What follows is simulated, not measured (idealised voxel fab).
Herein follows the process module entitled voxel trench capacitor.
cross-section cut | 295 nm wide | cells 5 nm
A cross-section is written here as square cells arranged in a grid, and it is given in bands from the top down, each band taking up one or more rows of cells.
Quick guide to a band line: top height, bottom height (nm) up front; then every material left to right with its width in nm. Only one material and it's marked "everywhere"? Then it fills the band edge to edge. And "air" just means empty space.
Height is counted from the level 0, under which the received wafer is composed throughout of one material. The lowest of the bands is not closed at the bottom but continues downward, in the notation "0 down".
When a width is written as two numbers, as in "30..40", the first number is the width in the top row of cells of the band and the second is the width in its bottom row, and the width changes by the same amount from each row to the next.
Reading "identical to before" for a step: not a cell of the cross-section changed in it.
Enclosed voids (no open way to top), threshold 8 cells or more, entry "Sealed internal voids", notation width x height at distance, distance from left edge, nm.
Heads up: the bit after the settings on a step's line is the simulator's remark on that step.
If you see "overlay nm" on a step's line and that step has a mask, it's telling you how far right of where it was planned the mask ended up; a negative number means it went left instead.

These are the steps we planned for the process:
step 1: RECEIVE with material Si
step 2: CONFORMAL_DEP with material SiN, thk nm 10
step 3: PATTERN with tone open, mask id TRENCH, material resist, width nm 15, pitch nm 35, thk nm 20, overlay nm 0
step 4: DIRECTIONAL_ETCH with etch materials SiN, depth nm 10
step 5: DIRECTIONAL_ETCH with etch materials Si, depth nm 25
step 6: STRIP with etch materials resist
step 7: CONFORMAL_DEP with material Al2O3, thk nm 5
step 8: FILL_DEP with material polySi, thk nm 5
step 9: CMP with height nm 10

First of two wafers - as planned:

Cross-section of the incoming wafer, state after step 1:
- 0 down  Si everywhere
- Sealed internal voids: none

The following cross-section depicts the wafer upon completion of step 2:
- 10 to 0  SiN everywhere
- At heights below 0, the structure remains unaltered.

The following cross-section depicts the wafer upon completion of step 3:
- 30 to 10  105 of resist, 15 of air, 20 of resist, 15 of air, 20 of resist, 15 of air, 105 of resist
- At heights below 10, the structure remains unaltered.

The following cross-section depicts the wafer upon completion of step 4:
- 30 to 10  105 of resist, 15 of air, 20 of resist, 15 of air, 20 of resist, 15 of air, 105 of resist
- 10 to 0  105 of SiN, 15 of air, 20 of SiN, 15 of air, 20 of SiN, 15 of air, 105 of SiN
- At heights below 0, the structure remains unaltered.

The following cross-section depicts the wafer upon completion of step 5:
- 30 to 10  105 of resist, 15 of air, 20 of resist, 15 of air, 20 of resist, 15 of air, 105 of resist
- 10 to 0  105 of SiN, 15 of air, 20 of SiN, 15 of air, 20 of SiN, 15 of air, 105 of SiN
- 0 to -25  105 of Si, 15 of air, 20 of Si, 15 of air, 20 of Si, 15 of air, 105 of Si
- At heights below -25, the structure remains unaltered.

The following cross-section depicts the wafer upon completion of step 6:
- 10 to 0  105 of SiN, 15 of air, 20 of SiN, 15 of air, 20 of SiN, 15 of air, 105 of SiN
- At heights below 0, the structure remains unaltered.

The following cross-section depicts the wafer upon completion of step 7:
- 15 to 10  110 of Al2O3, 5 of air, 30 of Al2O3, 5 of air, 30 of Al2O3, 5 of air, 110 of Al2O3
- 10 to 0  105 of SiN, 5 of Al2O3, 5 of air, 5 of Al2O3, 20 of SiN, 5 of Al2O3, 5 of air, 5 of Al2O3, 20 of SiN, 5 of Al2O3, 5 of air, 5 of Al2O3, 105 of SiN
- 0 to -20  105 of Si, 5 of Al2O3, 5 of air, 5 of Al2O3, 20 of Si, 5 of Al2O3, 5 of air, 5 of Al2O3, 20 of Si, 5 of Al2O3, 5 of air, 5 of Al2O3, 105 of Si
- -20 to -25  105 of Si, 15 of Al2O3, 20 of Si, 15 of Al2O3, 20 of Si, 15 of Al2O3, 105 of Si
- At heights below -25, the structure remains unaltered.

The following cross-section depicts the wafer upon completion of step 8:
- 20 to 15  polySi everywhere
- 15 to 10  110 of Al2O3, 5 of polySi, 30 of Al2O3, 5 of polySi, 30 of Al2O3, 5 of polySi, 110 of Al2O3
- 10 to 0  105 of SiN, 5 of Al2O3, 5 of polySi, 5 of Al2O3, 20 of SiN, 5 of Al2O3, 5 of polySi, 5 of Al2O3, 20 of SiN, 5 of Al2O3, 5 of polySi, 5 of Al2O3, 105 of SiN
- 0 to -20  105 of Si, 5 of Al2O3, 5 of polySi, 5 of Al2O3, 20 of Si, 5 of Al2O3, 5 of polySi, 5 of Al2O3, 20 of Si, 5 of Al2O3, 5 of polySi, 5 of Al2O3, 105 of Si
- At heights below -20, the structure remains unaltered.

The following cross-section depicts the wafer upon completion of step 9:
- 10 to 0  105 of SiN, 5 of Al2O3, 5 of polySi, 5 of Al2O3, 20 of SiN, 5 of Al2O3, 5 of polySi, 5 of Al2O3, 20 of SiN, 5 of Al2O3, 5 of polySi, 5 of Al2O3, 105 of SiN
- At heights below 0, the structure remains unaltered.

Companion wafer, the second of two: same beginning, same intended sequence, one mistake in carrying it out; through step 4 inclusive it tracks the first exactly:

The second wafer in cross-section, at the planned close of step 5:
- 30 to 10  105 of resist, 15 of air, 20 of resist, 15 of air, 20 of resist, 15 of air, 105 of resist
- 10 to 0  105 of SiN, 15 of air, 20 of SiN, 15 of air, 20 of SiN, 15 of air, 105 of SiN
- 0 to -50  105 of Si, 15 of air, 20 of Si, 15 of air, 20 of Si, 15 of air, 105 of Si
- At heights below -50, the structure remains unaltered.

The second wafer in cross-section, at the planned close of step 6:
- 10 to 0  105 of SiN, 15 of air, 20 of SiN, 15 of air, 20 of SiN, 15 of air, 105 of SiN
- At heights below 0, the structure remains unaltered.

The second wafer in cross-section, at the planned close of step 7:
- 15 to 10  110 of Al2O3, 5 of air, 30 of Al2O3, 5 of air, 30 of Al2O3, 5 of air, 110 of Al2O3
- 10 to 0  105 of SiN, 5 of Al2O3, 5 of air, 5 of Al2O3, 20 of SiN, 5 of Al2O3, 5 of air, 5 of Al2O3, 20 of SiN, 5 of Al2O3, 5 of air, 5 of Al2O3, 105 of SiN
- 0 to -45  105 of Si, 5 of Al2O3, 5 of air, 5 of Al2O3, 20 of Si, 5 of Al2O3, 5 of air, 5 of Al2O3, 20 of Si, 5 of Al2O3, 5 of air, 5 of Al2O3, 105 of Si
- -45 to -50  105 of Si, 15 of Al2O3, 20 of Si, 15 of Al2O3, 20 of Si, 15 of Al2O3, 105 of Si
- At heights below -50, the structure remains unaltered.

The second wafer in cross-section, at the planned close of step 8:
- 20 to 15  polySi everywhere
- 15 to 10  110 of Al2O3, 5 of polySi, 30 of Al2O3, 5 of polySi, 30 of Al2O3, 5 of polySi, 110 of Al2O3
- 10 to 0  105 of SiN, 5 of Al2O3, 5 of polySi, 5 of Al2O3, 20 of SiN, 5 of Al2O3, 5 of polySi, 5 of Al2O3, 20 of SiN, 5 of Al2O3, 5 of polySi, 5 of Al2O3, 105 of SiN
- 0 to -45  105 of Si, 5 of Al2O3, 5 of polySi, 5 of Al2O3, 20 of Si, 5 of Al2O3, 5 of polySi, 5 of Al2O3, 20 of Si, 5 of Al2O3, 5 of polySi, 5 of Al2O3, 105 of Si
- At heights below -45, the structure remains unaltered.

The second wafer in cross-section, at the planned close of step 9:
- 10 to 0  105 of SiN, 5 of Al2O3, 5 of polySi, 5 of Al2O3, 20 of SiN, 5 of Al2O3, 5 of polySi, 5 of Al2O3, 20 of SiN, 5 of Al2O3, 5 of polySi, 5 of Al2O3, 105 of SiN
- At heights below 0, the structure remains unaltered.
Which mistake was made when the wafer was run? the plan's step 5 ran twice
Final cells, second wafer relative to first, materials higher or lower: Al2O3 +30, Si -45, polySi +15
